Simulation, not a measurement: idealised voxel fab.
Title: Process Module voxel ribs on slabs
The width of the displayed cross-section, cut, is 270 nm; its cells are square, with a size of 5 nm.
This document writes a cross-section as a grid whose cells are square, and gives it as bands, listed from the top down; one or more rows of cells form a band. Band: top height; bottom height; in nm. Then, left to right: material with width in nm, for each material. "edge to edge": a single material spanning edge to edge. "air": empty space. Measure heights from 0. That's the level where, below it, the as-received wafer is all one material. The lowest band is bottomless and extends downward; write it as in "0 -> down". A width such as "30->40" changes by the same amount from each row of cells to the next, from the band's top row to its bottom row. "left unchanged" (step): cross-section cells unchanged, all of them. "Enclosed voids": sealed empty spaces, 8 cells or more, no open way to top, listed width x height at distance, with distance from the left edge and width, height and distance in nm. after a step's settings: what the simulator itself notes on the step. The setting "overlay nm" may be written on the line of a step. When the step uses a mask, the value reports how far to the right of the planned place the mask lay, and a negative value reports that it lay to the left.
Process steps foreseen in the plan
1) RECEIVE: material Si
2) DIRECTIONAL_DEP: material SiO2, thk nm 30
3) DIRECTIONAL_DEP: material polySi, thk nm 20
4) PATTERN: tone cover, mask id RIB, material resist, width nm 30, thk nm 20, overlay nm 0
5) DIRECTIONAL_ETCH: etch materials polySi, depth nm 10
6) STRIP: etch materials resist
7) MASKED_ETCH: tone cover, mask id SLAB, width nm 60, etch materials polySi, depth nm 10, overlay nm 0
8) FILL_DEP: material SiO2, thk nm 20
9) CMP: height nm 60
10) DIRECTIONAL_DEP: material W, thk nm 5
11) MASKED_ETCH: tone cover, mask id HEATER, width nm 40, etch materials W, depth nm 5, overlay nm 0
12) CONFORMAL_DEP: material SiO2, thk nm 5
As-received wafer cross-section (after step 1)
0 -> down = Si edge to edge
Enclosed voids: none
Module complete, cross-section. Starting point and plan per above. One mistake made in running the module
70 -> 65 = air 110 nm, SiO2 50 nm, air 110 nm
65 -> 60 = SiO2 115 nm, W 40 nm, SiO2 115 nm
60 -> 50 = SiO2 edge to edge
50 -> 40 = SiO2 120 nm, polySi 30 nm, SiO2 120 nm
40 -> 30 = SiO2 105 nm, polySi 60 nm, SiO2 105 nm
30 -> 0 = W edge to edge
0 -> down = Si edge to edge
Enclosed voids: none
What was the processing mistake? step 2 ran differently from the plan; actual operation with settings: DIRECTIONAL_DEP: material W, thk nm 30
